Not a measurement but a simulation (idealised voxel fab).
Presented below is a process module, voxel double patterning.
Section shown: cut. Width: 235 nm. Cell size: 5 nm, square.
Format of a cross-section: grid, square cells. Given as bands. Order: top down. Band: one or more rows of cells. Quick guide to a band line: top height, bottom height (nm) up front; then every material left to right with its width in nm. Only one material and it's marked "everywhere"? Then it fills the band edge to edge. And "blank" just means empty space. The level at which height equals 0 is the one under which the wafer, as it arrives, is entirely one material. No lower edge exists for the bottom band, which continues downward and is notated as in "0 -> down". Think of "30 to 40" as a width that walks from the first number to the second as you go down the band, top row to bottom row, taking equal-sized steps from row to row. For the purposes of this document, the phrase "no change occurred" attached to a step denotes that no cell within the cross-section was modified by that step. Closed-off voids of 8+ cells (no open route to the top) go in "Enclosed void list", written width x height at distance from the left edge, in nm. What comes after the settings on a step's line is commentary from the simulator itself on that step. overlay nm: mask right of planned place by this much (step with mask). Neg. = left.

So here's the lineup of process steps we planned:
1 RECEIVE | material Si
2 CONFORMAL_DEP | material SiN | thk nm 10
3 DIRECTIONAL_DEP | material SiO2 | thk nm 20
4 DIRECTIONAL_DEP | material SiCN | thk nm 5
5 MASKED_ETCH | tone open | mask id FIRST | width nm 15 | pitch nm 50 | etch materials SiCN | depth nm 5 | overlay nm 0
6 DIRECTIONAL_DEP | material aC | thk nm 15
7 PATTERN | tone open | mask id SECOND | material resist | width nm 15 | pitch nm 50 | thk nm 35 | overlay nm 0
8 DIRECTIONAL_ETCH | etch materials aC | depth nm 15
9 STRIP | etch materials resist
10 DIRECTIONAL_ETCH | etch materials SiCN | depth nm 5
11 STRIP | etch materials aC
12 DIRECTIONAL_ETCH | etch materials SiO2 | depth nm 20
13 STRIP | etch materials SiCN

So, the first of our two wafers, run just as we planned it:

Wafer cross-section on receipt, i.e. after step 1:
	0 -> down  Si everywhere
	Enclosed void list: none

Cross-section through the wafer, step 2 finished:
	10 -> 0  SiN everywhere
	Rest of section, below 0: as before.

Cross-section through the wafer, step 3 finished:
	30 -> 10  SiO2 everywhere
	Rest of section, below 10: as before.

Cross-section through the wafer, step 4 finished:
	35 -> 30  SiCN everywhere
	Rest of section, below 30: as before.

Cross-section through the wafer, step 5 finished:
	35 -> 30  SiCN: 60  blank: 15  SiCN: 35  blank: 15  SiCN: 35  blank: 15  SiCN: 60
	Rest of section, below 30: as before.

Cross-section through the wafer, step 6 finished:
	50 -> 45  aC: 60  blank: 15  aC: 35  blank: 15  aC: 35  blank: 15  aC: 60
	45 -> 35  aC everywhere
	35 -> 30  SiCN: 60  aC: 15  SiCN: 35  aC: 15  SiCN: 35  aC: 15  SiCN: 60
	Rest of section, below 30: as before.

Cross-section through the wafer, step 7 finished:
	85 -> 50  resist: 85  blank: 15  resist: 35  blank: 15  resist: 85
	50 -> 45  aC: 60  resist: 15  aC: 35  resist: 15  aC: 35  resist: 15  aC: 60
	Rest of section, below 45: as before.

Cross-section through the wafer, step 8 finished:
	70 -> 50  resist: 85  blank: 15  resist: 35  blank: 15  resist: 85
	50 -> 45  aC: 60  resist: 15  aC: 10  blank: 15  aC: 10  resist: 15  aC: 10  blank: 15  aC: 10  resist: 15  aC: 60
	45 -> 35  aC: 85  blank: 15  aC: 35  blank: 15  aC: 85
	Rest of section, below 35: as before.

Cross-section through the wafer, step 9 finished:
	50 -> 45  aC: 60  blank: 15  aC: 10  blank: 15  aC: 10  blank: 15  aC: 10  blank: 15  aC: 10  blank: 15  aC: 60
	Rest of section, below 45: as before.

Cross-section through the wafer, step 10 finished:
	50 -> 45  aC: 60  blank: 15  aC: 10  blank: 15  aC: 10  blank: 15  aC: 10  blank: 15  aC: 10  blank: 15  aC: 60
	45 -> 35  aC: 85  blank: 15  aC: 35  blank: 15  aC: 85
	35 -> 30  SiCN: 60  aC: 15  SiCN: 10  blank: 15  SiCN: 10  aC: 15  SiCN: 10  blank: 15  SiCN: 10  aC: 15  SiCN: 60
	Rest of section, below 30: as before.

Cross-section through the wafer, step 11 finished:
	35 -> 30  SiCN: 60  blank: 15  SiCN: 10  blank: 15  SiCN: 10  blank: 15  SiCN: 10  blank: 15  SiCN: 10  blank: 15  SiCN: 60
	Rest of section, below 30: as before.

Cross-section through the wafer, step 12 finished:
	35 -> 30  SiCN: 60  blank: 15  SiCN: 10  blank: 15  SiCN: 10  blank: 15  SiCN: 10  blank: 15  SiCN: 10  blank: 15  SiCN: 60
	30 -> 10  SiO2: 60  blank: 15  SiO2: 10  blank: 15  SiO2: 10  blank: 15  SiO2: 10  blank: 15  SiO2: 10  blank: 15  SiO2: 60
	Rest of section, below 10: as before.

Cross-section through the wafer, step 13 finished:
	30 -> 10  SiO2: 60  blank: 15  SiO2: 10  blank: 15  SiO2: 10  blank: 15  SiO2: 10  blank: 15  SiO2: 10  blank: 15  SiO2: 60
	Rest of section, below 10: as before.

The second wafer: identical to the first at the outset and in its planned sequence, differing only in that one mistake was made during processing; up to and including step 2, its path is the first wafer's path:

Planned end of step 3: second wafer, cross-section:
	25 -> 10  SiO2 everywhere
	Rest of section, below 10: as before.

Planned end of step 4: second wafer, cross-section:
	30 -> 25  SiCN everywhere
	Rest of section, below 25: as before.

Planned end of step 5: second wafer, cross-section:
	30 -> 25  SiCN: 60  blank: 15  SiCN: 35  blank: 15  SiCN: 35  blank: 15  SiCN: 60
	Rest of section, below 25: as before.

Planned end of step 6: second wafer, cross-section:
	45 -> 40  aC: 60  blank: 15  aC: 35  blank: 15  aC: 35  blank: 15  aC: 60
	40 -> 30  aC everywhere
	30 -> 25  SiCN: 60  aC: 15  SiCN: 35  aC: 15  SiCN: 35  aC: 15  SiCN: 60
	Rest of section, below 25: as before.

Planned end of step 7: second wafer, cross-section:
	80 -> 45  resist: 85  blank: 15  resist: 35  blank: 15  resist: 85
	45 -> 40  aC: 60  resist: 15  aC: 35  resist: 15  aC: 35  resist: 15  aC: 60
	Rest of section, below 40: as before.

Planned end of step 8: second wafer, cross-section:
	65 -> 45  resist: 85  blank: 15  resist: 35  blank: 15  resist: 85
	45 -> 40  aC: 60  resist: 15  aC: 10  blank: 15  aC: 10  resist: 15  aC: 10  blank: 15  aC: 10  resist: 15  aC: 60
	40 -> 30  aC: 85  blank: 15  aC: 35  blank: 15  aC: 85
	Rest of section, below 30: as before.

Planned end of step 9: second wafer, cross-section:
	45 -> 40  aC: 60  blank: 15  aC: 10  blank: 15  aC: 10  blank: 15  aC: 10  blank: 15  aC: 10  blank: 15  aC: 60
	Rest of section, below 40: as before.

Planned end of step 10: second wafer, cross-section:
	45 -> 40  aC: 60  blank: 15  aC: 10  blank: 15  aC: 10  blank: 15  aC: 10  blank: 15  aC: 10  blank: 15  aC: 60
	40 -> 30  aC: 85  blank: 15  aC: 35  blank: 15  aC: 85
	30 -> 25  SiCN: 60  aC: 15  SiCN: 10  blank: 15  SiCN: 10  aC: 15  SiCN: 10  blank: 15  SiCN: 10  aC: 15  SiCN: 60
	Rest of section, below 25: as before.

Planned end of step 11: second wafer, cross-section:
	30 -> 25  SiCN: 60  blank: 15  SiCN: 10  blank: 15  SiCN: 10  blank: 15  SiCN: 10  blank: 15  SiCN: 10  blank: 15  SiCN: 60
	Rest of section, below 25: as before.

Planned end of step 12: second wafer, cross-section:
	30 -> 25  SiCN: 60  blank: 15  SiCN: 10  blank: 15  SiCN: 10  blank: 15  SiCN: 10  blank: 15  SiCN: 10  blank: 15  SiCN: 60
	25 -> 10  SiO2: 60  blank: 15  SiO2: 10  blank: 15  SiO2: 10  blank: 15  SiO2: 10  blank: 15  SiO2: 10  blank: 15  SiO2: 60
	Rest of section, below 10: as before.

Planned end of step 13: second wafer, cross-section:
	25 -> 10  SiO2: 60  blank: 15  SiO2: 10  blank: 15  SiO2: 10  blank: 15  SiO2: 10  blank: 15  SiO2: 10  blank: 15  SiO2: 60
	Rest of section, below 10: as before.
Short version of what went wrong: rather than as planned, step 3 actually ran as DIRECTIONAL_DEP | material SiO2 | thk nm 15
Wafer comparison, final, in cells, second relative to first, materials more or fewer: SiO2: 32 fewer
